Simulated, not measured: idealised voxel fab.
process module | voxel released beams
cross-section cut | 145 nm wide | cells 5 nm
A cross-section is a grid of square cells, given in bands from the top down. A band is one or more rows of cells.
Each band's line starts with the height of the band's top and of its bottom, in nm. Then come its materials from left to right, each with its width in nm. One material with "throughout" fills the band from edge to edge. "air" is empty space.
Height 0 is the level under which the wafer as received is all one material. The lowest band goes on downwards, as in "0 down".
A width such as "30 to 40" changes by the same amount from each row of cells to the next, from the band's top row to its bottom row.
"no change" after a step means that no cell of the cross-section changed.
closed voids: empty space of 8 cells or more with no open way to the top, each as width x height at its distance from the left edge, in nm
after a step's settings: what the simulator itself notes on the step
overlay nm, on a step with a mask: how far to the right of its planned place the mask lay; to the left if negative
plan
1 op RECEIVE | material Si
2 op CONFORMAL_DEP | material Al2O3 | thk nm 5
3 op DIRECTIONAL_DEP | material SiO2 | thk nm 20
4 op MASKED_ETCH | tone open | mask id ANCHOR | width nm 45 | etch materials SiO2 | depth nm 20 | overlay nm 0
5 op CONFORMAL_DEP | material polySi | thk nm 15
6 op MASKED_ETCH | tone cover | mask id BEAM | width nm 90 | etch materials polySi | depth nm 15 | overlay nm 0
7 op STRIP | etch materials SiO2
first wafer, as planned
as received, after step 1
  0 down: Si throughout
  closed voids: none
after step 2
  5 to 0: Al2O3 throughout
  below 0: unchanged
after step 3
  25 to 5: SiO2 throughout
  below 5: unchanged
after step 4
  25 to 5: SiO2 30 | air 45 | SiO2 70
  below 5: unchanged
after step 5
  40 to 25: polySi 45 | air 15 | polySi 85
  25 to 20: SiO2 30 | polySi 15 | air 15 | polySi 15 | SiO2 70
  20 to 5: SiO2 30 | polySi 45 | SiO2 70
  below 5: unchanged
after step 6
  40 to 25: air 25 | polySi 20 | air 15 | polySi 55 | air 30
  below 25: unchanged
after step 7
  40 to 25: air 25 | polySi 20 | air 15 | polySi 55 | air 30
  25 to 20: air 30 | polySi 15 | air 15 | polySi 15 | air 70
  20 to 5: air 30 | polySi 45 | air 70
  below 5: unchanged
second wafer: like start, like plan, one mistake. Through step 4 it matches the first wafer
when step 5 should have ended
  55 to 25: polySi throughout
  25 to 5: SiO2 30 | polySi 45 | SiO2 70
  below 5: unchanged
when step 6 should have ended
  55 to 40: air 25 | polySi 90 | air 30
  below 40: unchanged
when step 7 should have ended: no change
what went wrong: step 5 was run twice
at the end the second wafer has, in cells: 80 more of SiO2 | 99 more of polySi
